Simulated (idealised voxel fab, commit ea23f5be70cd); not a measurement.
Presented below is a process module, voxel wiring stack.
We display cut, a cross-section 250 nm in width whose square cells are each 5 nm.
A cross-section in this document is a grid of square cells, and it is written down as bands, the top band listed before the ones below it; a band is made up of one or more rows of cells.
Band: top and bottom heights (nm) first, top before bottom; then materials from left to right, widths in nm. "full width" marks a sole material filling the band edge to edge. "blank" denotes empty space.
Ref level 0: as-received wafer is one material below here. Bottom band extends down with no lower bound ("from 0 down").
Read "30 to 40" as a graded width: first number on top, second number at the bottom, same change between each pair of neighbouring rows.
Reading "remained unchanged" for a step: not a cell of the cross-section changed in it.
If an empty space has no open way to the top and is at least 8 cells in size, "Trapped void list" lists it, written width x height at distance, where distance is measured from the left edge and every value is in nm.
Where a step's line continues beyond its settings, the continuation is a remark by the simulator itself on that step.
When a step includes a mask, the "overlay nm" setting on its line states how far to the right of its planned place that mask lay, and negative values state how far to the left.

Planned process steps:
1: RECEIVE,material Si
2: CONFORMAL_DEP,material SiO2,thk nm 10
3: CONFORMAL_DEP,material SiCN,thk nm 5
4: DIRECTIONAL_DEP,material SiO2,thk nm 15
5: DIRECTIONAL_DEP,material aC,thk nm 10
6: PATTERN,tone open,mask id METAL_1,material resist,width nm 20,pitch nm 35,thk nm 25,overlay nm 0
7: DIRECTIONAL_ETCH,etch materials aC,depth nm 10
8: STRIP,etch materials resist
9: DIRECTIONAL_ETCH,etch materials SiO2,depth nm 15
10: DIRECTIONAL_ETCH,etch materials SiCN,depth nm 5
11: STRIP,etch materials aC
12: CONFORMAL_DEP,material TiN,thk nm 5
13: FILL_DEP,material Cu,thk nm 10
14: CMP,height nm 30
15: EPI,material Ru,thk nm 5
16: FILL_DEP,material SiCN,thk nm 5
17: DIRECTIONAL_DEP,material SiO2,thk nm 15
18: DIRECTIONAL_DEP,material aC,thk nm 10
19: PATTERN,tone open,mask id PLUG_1,material resist,width nm 15,pitch nm 70,thk nm 25,overlay nm 0
20: DIRECTIONAL_ETCH,etch materials aC,depth nm 10
21: STRIP,etch materials resist
22: DIRECTIONAL_ETCH,etch materials SiO2,depth nm 15
23: DIRECTIONAL_ETCH,etch materials SiCN,depth nm 5
24: STRIP,etch materials aC
25: CONFORMAL_DEP,material TiN,thk nm 5
26: FILL_DEP,material W,thk nm 5
27: CMP,height nm 55
28: DIRECTIONAL_DEP,material TiN,thk nm 5
29: DIRECTIONAL_DEP,material W,thk nm 25
30: MASKED_ETCH,tone cover,mask id METAL_2,width nm 20,pitch nm 35,etch materials W,depth nm 25,overlay nm 0
31: MASKED_ETCH,tone cover,mask id METAL_2,width nm 20,pitch nm 35,etch materials TiN,depth nm 5,overlay nm 0
32: CONFORMAL_DEP,material SiN,thk nm 5
33: FILL_DEP,material SiO2,thk nm 5
34: CMP,height nm 85
35: CONFORMAL_DEP,material SiCN,thk nm 5
36: DIRECTIONAL_DEP,material lowk,thk nm 25
37: DIRECTIONAL_DEP,material aC,thk nm 10
38: PATTERN,tone open,mask id METAL_3,material resist,width nm 20,pitch nm 35,thk nm 25,overlay nm 0
39: DIRECTIONAL_ETCH,etch materials aC,depth nm 10
40: STRIP,etch materials resist
41: DIRECTIONAL_ETCH,etch materials lowk,depth nm 15
42: STRIP,etch materials aC
43: PATTERN,tone open,mask id METAL_3_HOLES,material resist,width nm 15,pitch nm 35,thk nm 20,overlay nm 0
44: DIRECTIONAL_ETCH,etch materials lowk,depth nm 10
45: DIRECTIONAL_ETCH,etch materials SiCN,depth nm 5
46: STRIP,etch materials resist
47: CONFORMAL_DEP,material TiN,thk nm 5
48: FILL_DEP,material Cu,thk nm 10
49: CMP,height nm 115
50: CONFORMAL_DEP,material SiN,thk nm 5
What sets these wafers apart? The width nm at step 19. They all start alike, and the plan carries the first wafer's value.

So this is the first of several wafers, cross-sectioned as it came to us, meaning it's at the end of step 1:
- from 0 down = Si full width
- Trapped void list: none

Post step 50, the closing step of the module: first of several wafers, cross-sectioned:
- from 120 to 115 = SiN full width
- from 115 to 105 = lowk 80 nm; TiN 5 nm; Cu 10 nm; TiN 5 nm; lowk 15 nm; TiN 5 nm; Cu 10 nm; TiN 5 nm; lowk 15 nm; TiN 5 nm; Cu 10 nm; TiN 5 nm; lowk 80 nm
- from 105 to 100 = lowk 80 nm; TiN 5 nm; Cu 5 nm; TiN 10 nm; lowk 15 nm; TiN 5 nm; Cu 5 nm; TiN 10 nm; lowk 15 nm; TiN 5 nm; Cu 5 nm; TiN 10 nm; lowk 80 nm
- from 100 to 90 = lowk 80 nm; TiN 5 nm; Cu 5 nm; TiN 5 nm; lowk 20 nm; TiN 5 nm; Cu 5 nm; TiN 5 nm; lowk 20 nm; TiN 5 nm; Cu 5 nm; TiN 5 nm; lowk 85 nm
- from 90 to 85 = SiCN 80 nm; TiN 15 nm; SiCN 20 nm; TiN 15 nm; SiCN 20 nm; TiN 15 nm; SiCN 85 nm
- from 85 to 60 = SiO2 75 nm; SiN 5 nm; W 20 nm; SiN 5 nm; SiO2 5 nm; SiN 5 nm; W 20 nm; SiN 5 nm; SiO2 5 nm; SiN 5 nm; W 20 nm; SiN 5 nm; SiO2 75 nm
- from 60 to 55 = SiN 80 nm; TiN 20 nm; SiN 15 nm; TiN 20 nm; SiN 15 nm; TiN 20 nm; SiN 80 nm
- from 55 to 40 = SiO2 80 nm; TiN 5 nm; W 5 nm; TiN 5 nm; SiO2 55 nm; TiN 5 nm; W 5 nm; TiN 5 nm; SiO2 85 nm
- from 40 to 35 = SiCN 80 nm; TiN 15 nm; SiCN 55 nm; TiN 15 nm; SiCN 85 nm
- from 35 to 30 = SiCN 75 nm; Ru 30 nm; SiCN 5 nm; Ru 30 nm; SiCN 5 nm; Ru 30 nm; SiCN 75 nm
- from 30 to 15 = SiO2 80 nm; TiN 5 nm; Cu 10 nm; TiN 5 nm; SiO2 15 nm; TiN 5 nm; Cu 10 nm; TiN 5 nm; SiO2 15 nm; TiN 5 nm; Cu 10 nm; TiN 5 nm; SiO2 80 nm
- from 15 to 10 = SiCN 80 nm; TiN 20 nm; SiCN 15 nm; TiN 20 nm; SiCN 15 nm; TiN 20 nm; SiCN 80 nm
- from 10 to 0 = SiO2 full width
- from 0 down = Si full width
- Trapped void list: none

Last-wafer cross-section at the end of the module:
- from 120 to 115 = SiN full width
- from 115 to 105 = lowk 80 nm; TiN 5 nm; Cu 10 nm; TiN 5 nm; lowk 15 nm; TiN 5 nm; Cu 10 nm; TiN 5 nm; lowk 15 nm; TiN 5 nm; Cu 10 nm; TiN 5 nm; lowk 80 nm
- from 105 to 100 = lowk 80 nm; TiN 5 nm; Cu 5 nm; TiN 10 nm; lowk 15 nm; TiN 5 nm; Cu 5 nm; TiN 10 nm; lowk 15 nm; TiN 5 nm; Cu 5 nm; TiN 10 nm; lowk 80 nm
- from 100 to 90 = lowk 80 nm; TiN 5 nm; Cu 5 nm; TiN 5 nm; lowk 20 nm; TiN 5 nm; Cu 5 nm; TiN 5 nm; lowk 20 nm; TiN 5 nm; Cu 5 nm; TiN 5 nm; lowk 85 nm
- from 90 to 85 = SiCN 80 nm; TiN 15 nm; SiCN 20 nm; TiN 15 nm; SiCN 20 nm; TiN 15 nm; SiCN 85 nm
- from 85 to 60 = SiO2 75 nm; SiN 5 nm; W 20 nm; SiN 5 nm; SiO2 5 nm; SiN 5 nm; W 20 nm; SiN 5 nm; SiO2 5 nm; SiN 5 nm; W 20 nm; SiN 5 nm; SiO2 75 nm
- from 60 to 55 = SiN 80 nm; TiN 20 nm; SiN 15 nm; TiN 20 nm; SiN 15 nm; TiN 20 nm; SiN 80 nm
- from 55 to 40 = SiO2 75 nm; TiN 5 nm; W 20 nm; TiN 5 nm; SiO2 40 nm; TiN 5 nm; W 20 nm; TiN 5 nm; SiO2 75 nm
- from 40 to 35 = SiCN 75 nm; TiN 30 nm; SiCN 40 nm; TiN 30 nm; SiCN 75 nm
- from 35 to 30 = SiCN 75 nm; Ru 30 nm; SiCN 5 nm; Ru 30 nm; SiCN 5 nm; Ru 30 nm; SiCN 75 nm
- from 30 to 15 = SiO2 80 nm; TiN 5 nm; Cu 10 nm; TiN 5 nm; SiO2 15 nm; TiN 5 nm; Cu 10 nm; TiN 5 nm; SiO2 15 nm; TiN 5 nm; Cu 10 nm; TiN 5 nm; SiO2 80 nm
- from 15 to 10 = SiCN 80 nm; TiN 20 nm; SiCN 15 nm; TiN 20 nm; SiCN 15 nm; TiN 20 nm; SiCN 80 nm
- from 10 to 0 = SiO2 full width
- from 0 down = Si full width
- Trapped void list: none

Here is how to read the rows: every wafer has a row, and it shows the wafer at the end of the module, giving for each material how many cells were gained (+) or lost (-) since the wafer was received, then listing its closed voids:
width nm 15; +39 Cu; +18 Ru; +155 SiCN; +118 SiN; +506 SiO2; +102 TiN; +66 W; +196 lowk; Trapped void list: none
width nm 20; +39 Cu; +18 Ru; +153 SiCN; +118 SiN; +500 SiO2; +104 TiN; +72 W; +196 lowk; Trapped void list: none
width nm 25; +39 Cu; +18 Ru; +151 SiCN; +118 SiN; +494 SiO2; +106 TiN; +78 W; +196 lowk; Trapped void list: none
width nm 30; +39 Cu; +18 Ru; +149 SiCN; +118 SiN; +488 SiO2; +108 TiN; +84 W; +196 lowk; Trapped void list: none
